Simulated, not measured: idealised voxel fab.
The process module that follows is named voxel double patterning.
Xsec cut, 195 nm wide, square cell size 5 nm.
A cross-section is written here as square cells arranged in a grid, and it is given in bands from the top down, each band taking up one or more rows of cells. Each band's line starts with the height of the band's top and of its bottom, in nm. Then come its materials from left to right, each with its width in nm. One material with "edge to edge" fills the band from edge to edge. "air" is empty space. Heads up on the height convention: 0 is the point under which the incoming wafer is all one material, and the lowest band has no bottom, it just keeps going down, like "0 and below". You'd read "30 to 40" like this: the band's top row of cells is as wide as the first number, its bottom row is as wide as the second, and going down, every row changes width by the same amount as the row before did. Given "nothing was modified" for a step, no cell of the cross-section differs between before and after that step. Voids not open to the top, 8 cells minimum: see "closed voids". Written width x height at distance; distance is from the left edge; nm. Formally, on a step line, whatever follows the settings is a remark that the simulator itself makes on the step. "overlay nm" on a masked step: distance the mask lay right of its planned place, negative for left.

This section lists the process steps that were planned:
1: RECEIVE [material Si]
2: CONFORMAL_DEP [material SiN] [thk nm 5]
3: DIRECTIONAL_DEP [material SiO2] [thk nm 15]
4: DIRECTIONAL_DEP [material SiCN] [thk nm 5]
5: MASKED_ETCH [tone open] [mask id FIRST] [width nm 15] [pitch nm 50] [etch materials SiCN] [depth nm 5] [overlay nm 0]
6: PATTERN [tone open] [mask id SECOND] [material resist] [width nm 15] [pitch nm 50] [thk nm 15] [overlay nm -15]
7: DIRECTIONAL_ETCH [etch materials SiCN] [depth nm 5]
8: STRIP [etch materials resist]
9: DIRECTIONAL_ETCH [etch materials SiO2] [depth nm 15]
10: STRIP [etch materials SiCN]
The value of overlay nm given for step 6 in the plan refers to the first wafer; the wafers vary in this setting and are alike at the start.

The first of several wafers in cross-section, exactly as it reached us after step 1:
	0 and below = Si edge to edge
	closed voids: none

Take a look at the first of several wafers in cross-section: the module is done, and step 10 was its last step:
	20 down to 5 = SiO2 (40), air (25), SiO2 (25), air (25), SiO2 (25), air (15), SiO2 (40)
	5 down to 0 = SiN edge to edge
	0 and below = Si edge to edge
	closed voids: none

Last-wafer cross-section at the end of the module:
	20 down to 5 = SiO2 (40), air (15), SiO2 (25), air (25), SiO2 (25), air (25), SiO2 (40)
	5 down to 0 = SiN edge to edge
	0 and below = Si edge to edge
	closed voids: none

Heads up, this table goes wafer by wafer. A row tells you, at the end of the module, how many cells of each material that wafer has put on (+) or dropped (-) since it was received, and then its closed voids:
overlay nm -15; +39 SiN; +78 SiO2; closed voids: none
overlay nm -10; +39 SiN; +72 SiO2; closed voids: none
overlay nm -5; +39 SiN; +72 SiO2; closed voids: none
overlay nm 0; +39 SiN; +72 SiO2; closed voids: none
overlay nm 5; +39 SiN; +72 SiO2; closed voids: none
overlay nm 10; +39 SiN; +72 SiO2; closed voids: none
overlay nm 15; +39 SiN; +78 SiO2; closed voids: none
